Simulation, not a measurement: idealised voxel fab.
process module | voxel air gaps
cross-section cut | 155 nm wide | cells 5 nm
A cross-section is a grid of square cells, given in bands from the top down. A band is one or more rows of cells.
Each band's line starts with the height of the band's top and of its bottom, in nm. Then come its materials from left to right, each with its width in nm. One material with "throughout" fills the band from edge to edge. "air" is empty space.
Height 0 is the level under which the wafer as received is all one material. The lowest band goes on downwards, as in "0 down".
A width such as "30 to 40" changes by the same amount from each row of cells to the next, from the band's top row to its bottom row.
"no change" after a step means that no cell of the cross-section changed.
closed voids: empty space of 8 cells or more with no open way to the top, each as width x height at its distance from the left edge, in nm
after a step's settings: what the simulator itself notes on the step
overlay nm, on a step with a mask: how far to the right of its planned place the mask lay; to the left if negative
plan
1 op RECEIVE | material Si
2 op CONFORMAL_DEP | material SiO2 | thk nm 10
3 op CONFORMAL_DEP | material SiCN | thk nm 5
4 op DIRECTIONAL_DEP | material lowk | thk nm 30
5 op DIRECTIONAL_DEP | material aC | thk nm 10
6 op PATTERN | tone open | mask id LINES | material resist | width nm 20 | pitch nm 45 | thk nm 25 | overlay nm 0
7 op DIRECTIONAL_ETCH | etch materials aC | depth nm 10
8 op STRIP | etch materials resist
9 op DIRECTIONAL_ETCH | etch materials lowk | depth nm 30
10 op STRIP | etch materials aC
11 op CONFORMAL_DEP | material TiN | thk nm 5
12 op FILL_DEP | material Cu | thk nm 5
13 op CMP | height nm 45
14 op EPI | material Ru | thk nm 10
15 op SELECTIVE_ETCH | etch materials lowk | depth nm 40
16 op CONFORMAL_DEP | material SiCN | thk nm 5
as received, after step 1
  0 down: Si throughout
  closed voids: none
first wafer at the end, as planned
  60 to 55: air 5 | SiCN 140 | air 10
  55 to 45: air 5 | SiCN 5 | Ru 40 | SiCN 5 | Ru 40 | SiCN 5 | Ru 40 | SiCN 5 | air 10
  45 to 40: air 5 | SiCN 15 | TiN 5 | Cu 10 | TiN 5 | SiCN 25 | TiN 5 | Cu 10 | TiN 5 | SiCN 25 | TiN 5 | Cu 10 | TiN 5 | SiCN 15 | air 10
  40 to 20: air 15 | SiCN 5 | TiN 5 | Cu 10 | TiN 5 | SiCN 5 | air 15 | SiCN 5 | TiN 5 | Cu 10 | TiN 5 | SiCN 5 | air 15 | SiCN 5 | TiN 5 | Cu 10 | TiN 5 | SiCN 5 | air 20
  20 to 15: SiCN 20 | TiN 20 | SiCN 25 | TiN 20 | SiCN 25 | TiN 20 | SiCN 25
  15 to 10: SiCN throughout
  10 to 0: SiO2 throughout
  0 down: Si throughout
  closed voids: 15 x 20 at 45; 15 x 20 at 90
second wafer at the end: like start, like plan, one mistake
  60 to 55: air 5 | aC 140 | air 10
  55 to 45: air 5 | aC 5 | Ru 40 | aC 5 | Ru 40 | aC 5 | Ru 40 | aC 5 | air 10
  45 to 40: air 5 | aC 15 | TiN 5 | Cu 10 | TiN 5 | aC 25 | TiN 5 | Cu 10 | TiN 5 | aC 25 | TiN 5 | Cu 10 | TiN 5 | aC 15 | air 10
  40 to 20: air 15 | aC 5 | TiN 5 | Cu 10 | TiN 5 | aC 5 | air 15 | aC 5 | TiN 5 | Cu 10 | TiN 5 | aC 5 | air 15 | aC 5 | TiN 5 | Cu 10 | TiN 5 | aC 5 | air 20
  20 to 15: aC 20 | TiN 20 | aC 25 | TiN 20 | aC 25 | TiN 20 | aC 25
  15 to 10: SiCN throughout
  10 to 0: SiO2 throughout
  0 down: Si throughout
  closed voids: 15 x 20 at 45; 15 x 20 at 90
what went wrong: step 16 ran as: op CONFORMAL_DEP | material aC | thk nm 5
at the end the second wafer has, in cells: 95 fewer of SiCN | 95 more of aC
